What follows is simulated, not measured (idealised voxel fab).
Process module under the name voxel ribs on slabs
Pictured: cross-section cut, 270 nm wide, on a grid of 5 nm square cells.
When this document writes out a cross-section, it uses a grid of square cells and lists it as bands, beginning at the top and moving down, with a band standing for one or more rows of cells.
Quick guide to a band line: top height, bottom height (nm) up front; then every material left to right with its width in nm. Only one material and it's marked "edge to edge"? Then it fills the band edge to edge. And "air" just means empty space.
Below 0: as-received wafer, all one material; heights counted from there. Lowest band: no bottom, goes on down, written "0 down".
A two-number width, for instance "30->40", indicates that the width is equal to the first number in the top row of the band and to the second number in the bottom row, and that it changes by a constant amount per row of cells.
Any step labelled "no alterations made" changed none of the cells in the cross-section.
"closed voids" contains a list of empty spaces, each no smaller than 8 cells and without an open way to the top, written in the form width x height at distance with the distance from the left edge and all three in nm.
Read whatever lies past the settings on a step's line as the simulator's own remark about the step.
Regarding "overlay nm": on a step with a mask, it is the distance the mask lay to the right of its planned place; a negative value places it to the left.

The steps planned for the process are as follows:
1,RECEIVE (material Si)
2,DIRECTIONAL_DEP (material SiO2; thk nm 25)
3,DIRECTIONAL_DEP (material polySi; thk nm 15)
4,MASKED_ETCH (tone cover; mask id RIB; width nm 20; etch materials polySi; depth nm 5; overlay nm 0)
5,MASKED_ETCH (tone cover; mask id SLAB; width nm 80; etch materials polySi; depth nm 10; overlay nm 0)
6,FILL_DEP (material SiO2; thk nm 15)
7,CMP (height nm 50)
8,DIRECTIONAL_DEP (material TiN; thk nm 10)
9,DIRECTIONAL_DEP (material aC; thk nm 10)
10,PATTERN (tone cover; mask id HEATER; material resist; width nm 30; thk nm 25; overlay nm 0)
11,DIRECTIONAL_ETCH (etch materials aC; depth nm 10)
12,STRIP (etch materials resist)
13,DIRECTIONAL_ETCH (etch materials TiN; depth nm 10)
14,STRIP (etch materials aC)
15,CONFORMAL_DEP (material SiN; thk nm 5)
Wafers differ in thk nm at step 15; plan lists the first wafer's value; identical starting state.

Incoming state of the first of several wafers in cross-section: after step 1:
> 0 down: Si edge to edge
> closed voids: none

Cross-section of the first of several wafers once the module has run through its last step, step 15:
> 65 to 60: air 115 nm, then SiN 40 nm, then air 115 nm
> 60 to 55: air 115 nm, then SiN 5 nm, then TiN 30 nm, then SiN 5 nm, then air 115 nm
> 55 to 50: SiN 120 nm, then TiN 30 nm, then SiN 120 nm
> 50 to 40: SiO2 edge to edge
> 40 to 35: SiO2 125 nm, then polySi 20 nm, then SiO2 125 nm
> 35 to 25: SiO2 95 nm, then polySi 80 nm, then SiO2 95 nm
> 25 to 0: SiO2 edge to edge
> 0 down: Si edge to edge
> closed voids: none

Cross-section, last wafer, module completion:
> 80 to 70: air 100 nm, then SiN 70 nm, then air 100 nm
> 70 to 60: SiN edge to edge
> 60 to 50: SiN 120 nm, then TiN 30 nm, then SiN 120 nm
> 50 to 40: SiO2 edge to edge
> 40 to 35: SiO2 125 nm, then polySi 20 nm, then SiO2 125 nm
> 35 to 25: SiO2 95 nm, then polySi 80 nm, then SiO2 95 nm
> 25 to 0: SiO2 edge to edge
> 0 down: Si edge to edge
> closed voids: none

Heads up, this table goes wafer by wafer. A row tells you, at the end of the module, how many cells of each material that wafer has put on (+) or dropped (-) since it was received, and then its closed voids:
thk nm 5, +58 SiN, +504 SiO2, +12 TiN, +36 polySi, closed voids: none
thk nm 10, +116 SiN, +504 SiO2, +12 TiN, +36 polySi, closed voids: none
thk nm 15, +174 SiN, +504 SiO2, +12 TiN, +36 polySi, closed voids: none
thk nm 20, +232 SiN, +504 SiO2, +12 TiN, +36 polySi, closed voids: none
